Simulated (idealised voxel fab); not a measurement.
Process module under the name voxel wiring stack
The figure presents cross-section cut, which has a width of 220 nm and is divided into square cells with an edge length of 5 nm.
When this document writes out a cross-section, it uses a grid of square cells and lists it as bands, beginning at the top and moving down, with a band standing for one or more rows of cells. For a band, the entry starts with two heights in nm, that of the top and then that of the bottom, and carries on with the band's materials in order from left to right, each alongside its width in nm; the word "full width" beside a single material means it fills the band edge to edge, and "empty" means empty space. We count height from 0. Below that, the starting wafer is all one material. The lowest band never ends at the bottom but goes on down; see "0 down" for how that is written. The width entry "30..40" should be interpreted row by row: the top row of cells in the band takes the first number, the bottom row takes the second number, and the change between adjacent rows is uniform throughout. It should be understood that the words "left unchanged", when stated for a given step, signify that the cross-section underwent no change in any of its cells during that step. If an empty space has no open way to the top and is at least 8 cells in size, "Closed void listing" lists it, written width x height at distance, where distance is measured from the left edge and every value is in nm. Formally, on a step line, whatever follows the settings is a remark that the simulator itself makes on the step. On any step carrying a mask, the "overlay nm" setting, if present on the step's line, tells how far right of its planned place the mask lay; negative values point to the left.
### Steps in the process plan
step 1: RECEIVE (material Si)
step 2: CONFORMAL_DEP (material SiO2; thk nm 15)
step 3: DIRECTIONAL_DEP (material TiN; thk nm 5)
step 4: DIRECTIONAL_DEP (material W; thk nm 15)
step 5: DIRECTIONAL_DEP (material aC; thk nm 10)
step 6: PATTERN (tone cover; mask id METAL_1; material resist; width nm 25; pitch nm 40; thk nm 30; overlay nm 0)
step 7: DIRECTIONAL_ETCH (etch materials aC; depth nm 5)
step 8: STRIP (etch materials resist)
step 9: DIRECTIONAL_ETCH (etch materials W; depth nm 15)
step 10: DIRECTIONAL_ETCH (etch materials TiN; depth nm 5)
step 11: STRIP (etch materials aC)
step 12: CONFORMAL_DEP (material SiCN; thk nm 5)
step 13: FILL_DEP (material SiO2; thk nm 5)
step 14: CMP (height nm 35)
step 15: CONFORMAL_DEP (material SiCN; thk nm 5)
step 16: DIRECTIONAL_DEP (material SiO2; thk nm 30)
step 17: DIRECTIONAL_DEP (material aC; thk nm 10)
step 18: PATTERN (tone open; mask id METAL_2; material resist; width nm 25; pitch nm 40; thk nm 30; overlay nm 0)
step 19: DIRECTIONAL_ETCH (etch materials aC; depth nm 10)
step 20: STRIP (etch materials resist)
step 21: DIRECTIONAL_ETCH (etch materials SiO2; depth nm 15)
step 22: STRIP (etch materials aC)
step 23: MASKED_ETCH (tone open; mask id METAL_2_HOLES; width nm 15; pitch nm 40; etch materials SiO2; depth nm 15; overlay nm 0)
step 24: MASKED_ETCH (tone open; mask id METAL_2_HOLES; width nm 15; pitch nm 40; etch materials SiCN; depth nm 5; overlay nm 0)
step 25: CONFORMAL_DEP (material TiN; thk nm 5)
step 26: FILL_DEP (material Cu; thk nm 10)
step 27: CMP (height nm 70)
step 28: CONFORMAL_DEP (material SiN; thk nm 5)
The value of depth nm given for step 7 in the plan refers to the first wafer; the wafers vary in this setting and are alike at the start.
### As-received cross-section, first of several wafers, post step 1
* 0 down = Si full width
* Closed void listing: none
### Rows = wafers. At module end, each row lists per material the cells gained (+) or lost (-) since the wafer was received, then the closed voids
depth nm 5 | +20 Cu | +38 SiCN | +44 SiN | +348 SiO2 | +78 TiN | +132 W | Closed void listing: none
depth nm 10 | +20 Cu | +84 SiCN | +44 SiN | +438 SiO2 | +44 TiN | +30 W | Closed void listing: none
depth nm 15 | +20 Cu | +84 SiCN | +44 SiN | +438 SiO2 | +44 TiN | +30 W | Closed void listing: none
depth nm 20 | +20 Cu | +84 SiCN | +44 SiN | +438 SiO2 | +44 TiN | +30 W | Closed void listing: none
depth nm 25 | +20 Cu | +84 SiCN | +44 SiN | +438 SiO2 | +44 TiN | +30 W | Closed void listing: none
